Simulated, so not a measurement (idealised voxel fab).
process module | voxel capacitor over wiring
cross-section cut | 160 nm wide | cells 5 nm
A cross-section is a grid of square cells, given in bands from the top down. A band is one or more rows of cells.
Each band's line starts with the height of the band's top and of its bottom, in nm. Then come its materials from left to right, each with its width in nm. One material with "throughout" fills the band from edge to edge. "air" is empty space.
Height 0 is the level under which the wafer as received is all one material. The lowest band goes on downwards, as in "0 down".
A width such as "30 to 40" changes by the same amount from each row of cells to the next, from the band's top row to its bottom row.
"no change" after a step means that no cell of the cross-section changed.
closed voids: empty space of 8 cells or more with no open way to the top, each as width x height at its distance from the left edge, in nm
after a step's settings: what the simulator itself notes on the step
overlay nm, on a step with a mask: how far to the right of its planned place the mask lay; to the left if negative
plan
1 op RECEIVE | material Si
2 op CONFORMAL_DEP | material SiO2 | thk nm 10
3 op DIRECTIONAL_DEP | material TiN | thk nm 5
4 op DIRECTIONAL_DEP | material Ru | thk nm 15
5 op PATTERN | tone cover | mask id METAL_1 | material resist | width nm 25 | pitch nm 95 | thk nm 20 | overlay nm 0
6 op DIRECTIONAL_ETCH | etch materials Ru | depth nm 15
7 op DIRECTIONAL_ETCH | etch materials TiN | depth nm 5
8 op STRIP | etch materials resist
9 op CONFORMAL_DEP | material SiCN | thk nm 5
10 op FILL_DEP | material SiO2 | thk nm 5
11 op CMP | height nm 30
12 op CONFORMAL_DEP | material SiCN | thk nm 5
13 op DIRECTIONAL_DEP | material SiO2 | thk nm 15
14 op DIRECTIONAL_DEP | material aC | thk nm 10
15 op PATTERN | tone open | mask id PLUG_1 | material resist | width nm 15 | thk nm 25 | overlay nm 0
16 op DIRECTIONAL_ETCH | etch materials aC | depth nm 10
17 op STRIP | etch materials resist
18 op DIRECTIONAL_ETCH | etch materials SiO2 | depth nm 15
19 op DIRECTIONAL_ETCH | etch materials SiCN | depth nm 5
20 op STRIP | etch materials aC
21 op CONFORMAL_DEP | material TiN | thk nm 5
22 op FILL_DEP | material Cu | thk nm 5
23 op CMP | height nm 50
24 op DIRECTIONAL_DEP | material TiN | thk nm 10
25 op DIRECTIONAL_DEP | material HfO2 | thk nm 5
26 op DIRECTIONAL_DEP | material TiN | thk nm 10
27 op DIRECTIONAL_DEP | material aC | thk nm 10
28 op PATTERN | tone cover | mask id UPPER_PLATE | material resist | width nm 75 | thk nm 30 | overlay nm 0
29 op DIRECTIONAL_ETCH | etch materials aC | depth nm 10
30 op STRIP | etch materials resist
31 op DIRECTIONAL_ETCH | etch materials TiN | depth nm 10
32 op DIRECTIONAL_ETCH | etch materials HfO2 | depth nm 5
33 op STRIP | etch materials aC
34 op DIRECTIONAL_DEP | material aC | thk nm 10
35 op PATTERN | tone cover | mask id LOWER_PLATE | material resist | width nm 85 | thk nm 25 | overlay nm 0
36 op DIRECTIONAL_ETCH | etch materials aC | depth nm 10
37 op STRIP | etch materials resist
38 op DIRECTIONAL_ETCH | etch materials TiN | depth nm 10
39 op STRIP | etch materials aC
40 op FILL_DEP | material SiO2 | thk nm 20
41 op CMP | height nm 90
42 op MASKED_ETCH | tone open | mask id PLUG_2 | width nm 15 | etch materials SiO2 | depth nm 15 | overlay nm 0
43 op CONFORMAL_DEP | material TiN | thk nm 5
44 op FILL_DEP | material Cu | thk nm 5
45 op CMP | height nm 90
46 op CONFORMAL_DEP | material SiN | thk nm 5
as received, after step 1
  0 down: Si throughout
  closed voids: none
a wafer at the end: this start, this plan, one mistake
  95 to 90: SiN throughout
  90 to 80: Cu 35 | TiN 5 | SiO2 15 | TiN 5 | Cu 100
  80 to 75: TiN 40 | SiO2 15 | TiN 105
  75 to 65: SiO2 30 | TiN 75 | SiO2 55
  65 to 60: SiO2 30 | HfO2 75 | SiO2 55
  60 to 50: SiO2 25 | TiN 85 | SiO2 50
  50 to 35: SiO2 30 | TiN 5 | Cu 5 | TiN 5 | SiO2 115
  35 to 30: SiCN 30 | TiN 15 | SiCN 115
  30 to 15: SiO2 15 | SiCN 5 | Ru 25 | SiCN 5 | SiO2 60 | SiCN 5 | Ru 25 | SiCN 5 | SiO2 15
  15 to 10: SiCN 20 | TiN 25 | SiCN 70 | TiN 25 | SiCN 20
  10 to 0: SiO2 throughout
  0 down: Si throughout
  closed voids: none
what went wrong: step 42 ran as: op MASKED_ETCH | tone cover | mask id PLUG_2 | width nm 15 | etch materials SiO2 | depth nm 15 | overlay nm 0
